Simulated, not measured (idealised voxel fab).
Process module, titled voxel self aligned vias
FYI the section here is cut, 165 nm wide, cells are 5 nm squares.
Throughout this document, each cross-section is represented as a grid of square cells and is presented as a sequence of bands enumerated from the top downward, where a band comprises one or more rows of cells. In this notation a band is specified by the heights of its top and bottom, in that order and in nm, after which its materials appear from left to right, each paired with its width in nm. The word "edge to edge" attached to a single material means that material fills the band from edge to edge; the word "empty" stands for empty space. Basically, 0 is our baseline, since under it the wafer straight out of the box is all one material. The bottom band has no lower end and keeps on going down, so it looks like "from 0 down". Note: "30->40" means the width goes from the first number (top row of the band) to the second number (bottom row) in equal steps per row of cells. "no alterations made" -> step changed no cross-section cell. If an empty space has no open way to the top and is at least 8 cells in size, "Non-vented voids" lists it, written width x height at distance, where distance is measured from the left edge and every value is in nm. Note: text after step settings on the step line = simulator remark on that step. "overlay nm" denotes, for a step that has a mask, the displacement of the mask to the right of its planned place, with negative values corresponding to the left.
# The process steps that were planned are listed below
- 1: RECEIVE,material Si
- 2: CONFORMAL_DEP,material SiO2,thk nm 15
- 3: CONFORMAL_DEP,material SiCN,thk nm 5
- 4: DIRECTIONAL_DEP,material lowk,thk nm 30
- 5: PATTERN,tone open,mask id LINES,material resist,width nm 30,pitch nm 80,thk nm 20,overlay nm 0
- 6: DIRECTIONAL_ETCH,etch materials lowk,depth nm 30
- 7: STRIP,etch materials resist
- 8: CONFORMAL_DEP,material TiN,thk nm 5
- 9: FILL_DEP,material W,thk nm 10
- 10: CMP,height nm 50
- 11: SELECTIVE_ETCH,etch materials W Ru TiN,depth nm 10
- 12: FILL_DEP,material SiN,thk nm 5
- 13: CMP,height nm 50
- 14: DIRECTIONAL_DEP,material lowk,thk nm 20
- 15: DIRECTIONAL_DEP,material aC,thk nm 10
- 16: PATTERN,tone open,mask id VIAS,material resist,width nm 50,pitch nm 80,thk nm 30,overlay nm 0
- 17: DIRECTIONAL_ETCH,etch materials aC,depth nm 10
- 18: STRIP,etch materials resist
- 19: DIRECTIONAL_ETCH,etch materials lowk,depth nm 20
- 20: DIRECTIONAL_ETCH,etch materials SiN,depth nm 10
- 21: STRIP,etch materials aC
- 22: CONFORMAL_DEP,material TiN,thk nm 5
- 23: FILL_DEP,material W,thk nm 10
- 24: CMP,height nm 70
- 25: CONFORMAL_DEP,material SiCN,thk nm 5
# Incoming wafer, cross-sectional view, post step 1
    from 0 down  Si edge to edge
    Non-vented voids: none
# a wafer at the end: this start, this plan, one mistake
    from 75 to 70  SiCN edge to edge
    from 70 to 55  W 10; TiN 5; lowk 50; TiN 5; W 20; TiN 5; lowk 50; TiN 5; W 15
    from 55 to 50  TiN 15; lowk 50; TiN 30; lowk 50; TiN 20
    from 50 to 40  lowk 25; SiN 30; lowk 50; SiN 30; lowk 30
    from 40 to 25  lowk 25; TiN 5; W 20; TiN 5; lowk 50; TiN 5; W 20; TiN 5; lowk 30
    from 25 to 20  lowk 25; TiN 30; lowk 50; TiN 30; lowk 30
    from 20 to 15  SiCN edge to edge
    from 15 to 0  SiO2 edge to edge
    from 0 down  Si edge to edge
    Non-vented voids: none
Plan not followed: step 16 went in with a setting other than planned; the actual run was PATTERN,tone cover,mask id VIAS,material resist,width nm 50,pitch nm 80,thk nm 30,overlay nm 0
